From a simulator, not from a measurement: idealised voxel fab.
The process module presented herein is designated voxel self aligned vias.
Square cell edge 5 nm, section width 200 nm, ID cut.
This document writes a cross-section as a grid whose cells are square, and gives it as bands, listed from the top down; one or more rows of cells form a band. Look at the band entry: it leads with the top's height and the bottom's height in nm. Then it lists the materials left to right, with a width in nm for each. The word "full width" on a single material says that material fills the band edge to edge. The word "air" is empty space. Heights are expressed relative to 0, this being the level below which the as-received wafer comprises one material exclusively. The lowest band is unbounded in the downward direction and is denoted as in "z 0 and below". It should be noted that a width expressed as "30 to 40" varies in equal increments from row to row of cells within the band, taking the value of the first number at the top row and that of the second number at the bottom row. Where the words "everything unchanged" appear for a step, the cross-section shows no cell changed by that step; every cell remained as before. In "Unvented cavities" the enclosed voids are listed, meaning empty spaces of 8 cells or larger without any opening to the top. The form is width x height at distance, distance from the left edge, units nm. Step line, after settings: the simulator's comment on this step. A step line may carry the setting "overlay nm", which, for steps involving a mask, states the distance by which the mask lay to the right of its intended position; negative values denote displacement to the left.

Plan:
1 op RECEIVE | material Si
2 op CONFORMAL_DEP | material SiO2 | thk nm 15
3 op CONFORMAL_DEP | material SiCN | thk nm 5
4 op DIRECTIONAL_DEP | material lowk | thk nm 20
5 op PATTERN | tone open | mask id LINES | material resist | width nm 15 | pitch nm 45 | thk nm 20 | overlay nm 0
6 op DIRECTIONAL_ETCH | etch materials lowk | depth nm 20
7 op STRIP | etch materials resist
8 op CONFORMAL_DEP | material TiN | thk nm 5
9 op FILL_DEP | material Ru | thk nm 10
10 op CMP | height nm 40
11 op SELECTIVE_ETCH | etch materials W Ru TiN | depth nm 10
12 op FILL_DEP | material SiN | thk nm 10
13 op CMP | height nm 40
14 op DIRECTIONAL_DEP | material lowk | thk nm 15
15 op MASKED_ETCH | tone open | mask id VIAS | width nm 30 | pitch nm 90 | etch materials lowk | depth nm 15 | overlay nm 0
16 op MASKED_ETCH | tone open | mask id VIAS | width nm 30 | pitch nm 90 | etch materials SiN | depth nm 10 | overlay nm 0
17 op CONFORMAL_DEP | material TiN | thk nm 5
18 op FILL_DEP | material Ru | thk nm 5
19 op CMP | height nm 55
20 op CONFORMAL_DEP | material SiN | thk nm 5
For this document, wafers share an identical start and vary in the step 5 width nm; the plan quotes the first wafer's value.

Cross-section of the first incoming wafer of several, state after step 1:
* z 0 and below  Si full width
* Unvented cavities: none

Per-wafer rows below. For each material: cells gained (+) or lost (-) since the wafer was received, as of end of module. Then: closed voids:
width nm 15, +23 Ru, +40 SiCN, +46 SiN, +120 SiO2, +43 TiN, +208 lowk, Unvented cavities: none
width nm 20, +30 Ru, +40 SiCN, +48 SiN, +120 SiO2, +46 TiN, +196 lowk, Unvented cavities: none
width nm 25, +37 Ru, +40 SiCN, +50 SiN, +120 SiO2, +49 TiN, +184 lowk, Unvented cavities: none
width nm 30, +44 Ru, +40 SiCN, +52 SiN, +120 SiO2, +52 TiN, +172 lowk, Unvented cavities: none
